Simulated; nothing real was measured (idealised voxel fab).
Process module under the name voxel self aligned contacts
Cross-sectional view cut (width: 210 nm; square cell size: 5 nm).
For the purposes of this document, a cross-section shall be understood as a grid of square cells, specified as bands listed in top-to-bottom order, each band consisting of one or more rows of cells. Top height, bottom height, nm. Materials left to right, width each, nm. Single material + "full width" = fills band edge to edge. "empty" = empty. Counting heights begins at 0, where everything beneath is, in the wafer as received, one material. The lowest band has no bottom; it goes on downwards, as "top 0, no bottom" shows. The notation "30 to 40" denotes a width that varies across the rows of cells in the band, beginning at the first number in the top row, finishing at the second number in the bottom row, and changing by an identical amount from each row to the next. For the purposes of this document, the phrase "left unchanged" attached to a step denotes that no cell within the cross-section was modified by that step. "Sealed void inventory": empty spaces of 8 cells or more with no open way to the top, each given as width x height at distance, distance from the left edge, all in nm. Note: text after step settings on the step line = simulator remark on that step. On any step carrying a mask, the "overlay nm" setting, if present on the step's line, tells how far right of its planned place the mask lay; negative values point to the left.
# Set out below are the planned steps of the process
step 1: RECEIVE, material Si
step 2: CONFORMAL_DEP, material SiO2, thk nm 5
step 3: DIRECTIONAL_DEP, material polySi, thk nm 20
step 4: DIRECTIONAL_DEP, material SiN, thk nm 15
step 5: DIRECTIONAL_DEP, material aC, thk nm 10
step 6: PATTERN, tone cover, mask id GATE, material resist, width nm 35, pitch nm 60, thk nm 30, overlay nm 0
step 7: DIRECTIONAL_ETCH, etch materials aC, depth nm 10
step 8: STRIP, etch materials resist
step 9: DIRECTIONAL_ETCH, etch materials SiN, depth nm 15
step 10: DIRECTIONAL_ETCH, etch materials polySi, depth nm 20
step 11: STRIP, etch materials aC
step 12: CONFORMAL_DEP, material SiN, thk nm 5
step 13: DIRECTIONAL_ETCH, etch materials SiN, depth nm 5
step 14: FILL_DEP, material SiO2, thk nm 15
step 15: CMP, height nm 50
step 16: PATTERN, tone open, mask id CONTACT, material resist, width nm 35, thk nm 20, overlay nm 0
step 17: DIRECTIONAL_ETCH, etch materials SiO2, depth nm 50
step 18: STRIP, etch materials resist
step 19: CONFORMAL_DEP, material TiN, thk nm 5
step 20: FILL_DEP, material W, thk nm 5
step 21: CMP, height nm 50
step 22: CONFORMAL_DEP, material SiN, thk nm 5
# As-received wafer cross-section (after step 1)
> top 0, no bottom: Si full width
> Sealed void inventory: none
# End-of-module cross-section. Starting structure and process plan as above; one mistake made in running it
> top 55, bottom 50: SiN full width
> top 50, bottom 40: 85 nm SiO2 / 5 to 15 nm TiN / 25 to 5 nm W / 5 to 15 nm TiN / 90 nm SiO2
> top 40, bottom 25: 50 nm SiO2 / 45 nm SiN / 5 nm TiN / 5 nm W / 5 nm TiN / 45 nm SiN / 55 nm SiO2
> top 25, bottom 15: 50 nm SiO2 / 5 nm SiN / 35 nm polySi / 5 nm SiN / 5 nm TiN / 5 nm W / 5 nm TiN / 5 nm SiN / 35 nm polySi / 5 nm SiN / 55 nm SiO2
> top 15, bottom 10: 50 nm SiO2 / 5 nm SiN / 35 nm polySi / 5 nm SiN / 15 nm TiN / 5 nm SiN / 35 nm polySi / 5 nm SiN / 55 nm SiO2
> top 10, bottom 5: 55 nm SiN / 35 nm polySi / 25 nm SiN / 35 nm polySi / 60 nm SiN
> top 5, bottom 0: SiO2 full width
> top 0, no bottom: Si full width
> Sealed void inventory: none
Run error: steps 12 and 13 run out of order (swapped)
